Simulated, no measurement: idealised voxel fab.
process module | voxel capacitor over wiring
cross-section cut | 245 nm wide | cells 5 nm
A cross-section is a grid of square cells, given in bands from the top down. A band is one or more rows of cells.
Each band's line starts with the height of the band's top and of its bottom, in nm. Then come its materials from left to right, each with its width in nm. One material with "throughout" fills the band from edge to edge. "air" is empty space.
Height 0 is the level under which the wafer as received is all one material. The lowest band goes on downwards, as in "0 down".
A width such as "30 to 40" changes by the same amount from each row of cells to the next, from the band's top row to its bottom row.
"no change" after a step means that no cell of the cross-section changed.
closed voids: empty space of 8 cells or more with no open way to the top, each as width x height at its distance from the left edge, in nm
after a step's settings: what the simulator itself notes on the step
overlay nm, on a step with a mask: how far to the right of its planned place the mask lay; to the left if negative
plan
1 op RECEIVE | material Si
2 op CONFORMAL_DEP | material SiO2 | thk nm 15
3 op CONFORMAL_DEP | material SiN | thk nm 5
4 op DIRECTIONAL_DEP | material lowk | thk nm 25
5 op PATTERN | tone open | mask id METAL_1 | material resist | width nm 20 | pitch nm 75 | thk nm 20 | overlay nm 0
6 op DIRECTIONAL_ETCH | etch materials lowk | depth nm 25
7 op DIRECTIONAL_ETCH | etch materials SiN | depth nm 5
8 op STRIP | etch materials resist
9 op CONFORMAL_DEP | material TiN | thk nm 5
10 op FILL_DEP | material Cu | thk nm 5
11 op CMP | height nm 45
12 op CONFORMAL_DEP | material SiCN | thk nm 5
13 op DIRECTIONAL_DEP | material lowk | thk nm 10
14 op PATTERN | tone open | mask id PLUG_1 | material resist | width nm 15 | thk nm 20 | overlay nm 0
15 op DIRECTIONAL_ETCH | etch materials lowk | depth nm 10
16 op DIRECTIONAL_ETCH | etch materials SiCN | depth nm 5
17 op STRIP | etch materials resist
18 op CONFORMAL_DEP | material TiN | thk nm 5
19 op FILL_DEP | material Cu | thk nm 5
20 op CMP | height nm 60
21 op DIRECTIONAL_DEP | material TiN | thk nm 10
22 op DIRECTIONAL_DEP | material HfO2 | thk nm 5
23 op DIRECTIONAL_DEP | material TiN | thk nm 10
24 op MASKED_ETCH | tone cover | mask id UPPER_PLATE | width nm 60 | etch materials TiN | depth nm 10 | overlay nm 0
25 op MASKED_ETCH | tone cover | mask id UPPER_PLATE | width nm 60 | etch materials HfO2 | depth nm 5 | overlay nm 0
26 op MASKED_ETCH | tone cover | mask id LOWER_PLATE | width nm 70 | etch materials TiN | depth nm 10 | overlay nm 0
27 op FILL_DEP | material SiO2 | thk nm 15
28 op CMP | height nm 95
29 op MASKED_ETCH | tone open | mask id PLUG_2 | width nm 15 | etch materials SiO2 | depth nm 10 | overlay nm 0
30 op CONFORMAL_DEP | material TiN | thk nm 5
31 op FILL_DEP | material Cu | thk nm 10
32 op CMP | height nm 95
33 op CONFORMAL_DEP | material SiCN | thk nm 5
as received, after step 1
  0 down: Si throughout
  closed voids: none
first wafer at the end, as planned
  100 to 95: SiCN throughout
  95 to 90: SiO2 90 | TiN 5 | Cu 5 | TiN 5 | SiO2 140
  90 to 85: SiO2 90 | TiN 15 | SiO2 140
  85 to 75: SiO2 80 | TiN 60 | SiO2 105
  75 to 70: SiO2 80 | HfO2 60 | SiO2 105
  70 to 60: SiO2 75 | TiN 70 | SiO2 100
  60 to 50: lowk 80 | TiN 5 | Cu 5 | TiN 5 | lowk 150
  50 to 45: SiCN 80 | TiN 15 | SiCN 150
  45 to 20: lowk 75 | TiN 5 | Cu 10 | TiN 5 | lowk 55 | TiN 5 | Cu 10 | TiN 5 | lowk 75
  20 to 15: SiN 75 | TiN 20 | SiN 55 | TiN 20 | SiN 75
  15 to 0: SiO2 throughout
  0 down: Si throughout
  closed voids: none
second wafer at the end: like start, like plan, one mistake
  100 to 95: SiCN throughout
  95 to 90: SiO2 95 | TiN 5 | Cu 5 | TiN 5 | SiO2 135
  90 to 85: SiO2 95 | TiN 15 | SiO2 135
  85 to 75: SiO2 80 | TiN 60 | SiO2 105
  75 to 70: SiO2 80 | HfO2 60 | SiO2 105
  70 to 60: SiO2 75 | TiN 70 | SiO2 100
  60 to 50: lowk 80 | TiN 5 | Cu 5 | TiN 5 | lowk 150
  50 to 45: SiCN 80 | TiN 15 | SiCN 150
  45 to 20: lowk 75 | TiN 5 | Cu 10 | TiN 5 | lowk 55 | TiN 5 | Cu 10 | TiN 5 | lowk 75
  20 to 15: SiN 75 | TiN 20 | SiN 55 | TiN 20 | SiN 75
  15 to 0: SiO2 throughout
  0 down: Si throughout
  closed voids: none
what went wrong: step 29 ran as: op MASKED_ETCH | tone open | mask id PLUG_2 | width nm 15 | etch materials SiO2 | depth nm 10 | overlay nm 5
at the end the second wafer has, in cells: as many of each material as the first, in other places
